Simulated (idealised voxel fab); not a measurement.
process module | voxel self aligned vias
cross-section cut | 285 nm wide | cells 5 nm
A cross-section is a grid of square cells, given in bands from the top down. A band is one or more rows of cells.
Each band's line starts with the height of the band's top and of its bottom, in nm. Then come its materials from left to right, each with its width in nm. One material with "throughout" fills the band from edge to edge. "air" is empty space.
Height 0 is the level under which the wafer as received is all one material. The lowest band goes on downwards, as in "0 down".
A width such as "30 to 40" changes by the same amount from each row of cells to the next, from the band's top row to its bottom row.
"no change" after a step means that no cell of the cross-section changed.
closed voids: empty space of 8 cells or more with no open way to the top, each as width x height at its distance from the left edge, in nm
after a step's settings: what the simulator itself notes on the step
overlay nm, on a step with a mask: how far to the right of its planned place the mask lay; to the left if negative
plan
1 op RECEIVE | material Si
2 op CONFORMAL_DEP | material SiO2 | thk nm 10
3 op CONFORMAL_DEP | material SiCN | thk nm 5
4 op DIRECTIONAL_DEP | material lowk | thk nm 30
5 op MASKED_ETCH | tone open | mask id LINES | width nm 30 | pitch nm 75 | etch materials lowk | depth nm 30 | overlay nm 0
6 op CONFORMAL_DEP | material TiN | thk nm 5
7 op FILL_DEP | material Ru | thk nm 5
8 op CMP | height nm 45
9 op SELECTIVE_ETCH | etch materials W Ru TiN | depth nm 5
10 op FILL_DEP | material SiN | thk nm 5
11 op CMP | height nm 45
12 op DIRECTIONAL_DEP | material lowk | thk nm 20
13 op MASKED_ETCH | tone open | mask id VIAS | width nm 50 | pitch nm 75 | etch materials lowk | depth nm 20 | overlay nm -15
14 op MASKED_ETCH | tone open | mask id VIAS | width nm 50 | pitch nm 75 | etch materials SiN | depth nm 5 | overlay nm 0
15 op CONFORMAL_DEP | material TiN | thk nm 5
16 op FILL_DEP | material Cu | thk nm 5
17 op CMP | height nm 65
18 op CONFORMAL_DEP | material SiCN | thk nm 5
varied across the wafers: overlay nm of step 13. The plan shows the first wafer's value. All wafers start alike
first wafer as received, after step 1
  0 down: Si throughout
  closed voids: none
first wafer at the end, after step 18
  70 to 65: SiCN throughout
  65 to 50: lowk 65 | TiN 5 | Cu 40 | TiN 5 | lowk 25 | TiN 5 | Cu 40 | TiN 5 | lowk 95
  50 to 45: lowk 65 | TiN 30 | Cu 15 | TiN 5 | lowk 25 | TiN 30 | Cu 15 | TiN 5 | lowk 95
  45 to 40: lowk 90 | TiN 25 | SiN 5 | lowk 45 | TiN 25 | SiN 5 | lowk 90
  40 to 20: lowk 90 | TiN 5 | Ru 20 | TiN 5 | lowk 45 | TiN 5 | Ru 20 | TiN 5 | lowk 90
  20 to 15: lowk 90 | TiN 30 | lowk 45 | TiN 30 | lowk 90
  15 to 10: SiCN throughout
  10 to 0: SiO2 throughout
  0 down: Si throughout
  closed voids: none
last wafer at the end
  70 to 65: SiCN throughout
  65 to 50: lowk 95 | TiN 5 | Cu 40 | TiN 5 | lowk 25 | TiN 5 | Cu 40 | TiN 5 | lowk 65
  50 to 45: lowk 95 | TiN 5 | Cu 15 | TiN 30 | lowk 25 | TiN 5 | Cu 15 | TiN 30 | lowk 65
  45 to 40: lowk 90 | SiN 5 | TiN 25 | lowk 45 | SiN 5 | TiN 25 | lowk 90
  40 to 20: lowk 90 | TiN 5 | Ru 20 | TiN 5 | lowk 45 | TiN 5 | Ru 20 | TiN 5 | lowk 90
  20 to 15: lowk 90 | TiN 30 | lowk 45 | TiN 30 | lowk 90
  15 to 10: SiCN throughout
  10 to 0: SiO2 throughout
  0 down: Si throughout
  closed voids: none
each wafer at the end: cells of each material gained (+) or lost (-) since it was received, then its closed voids
overlay nm -15 | +54 Cu | +32 Ru | +114 SiCN | +2 SiN | +114 SiO2 | +64 TiN | +418 lowk | closed voids: none
overlay nm -10 | +56 Cu | +32 Ru | +114 SiCN | +114 SiO2 | +64 TiN | +418 lowk | closed voids: none
overlay nm -5 | +56 Cu | +32 Ru | +114 SiCN | +114 SiO2 | +64 TiN | +418 lowk | closed voids: none
overlay nm 0 | +56 Cu | +32 Ru | +114 SiCN | +114 SiO2 | +64 TiN | +418 lowk | closed voids: none
overlay nm 5 | +56 Cu | +32 Ru | +114 SiCN | +114 SiO2 | +64 TiN | +418 lowk | closed voids: none
overlay nm 10 | +56 Cu | +32 Ru | +114 SiCN | +114 SiO2 | +64 TiN | +418 lowk | closed voids: none
overlay nm 15 | +54 Cu | +32 Ru | +114 SiCN | +2 SiN | +114 SiO2 | +64 TiN | +418 lowk | closed voids: none
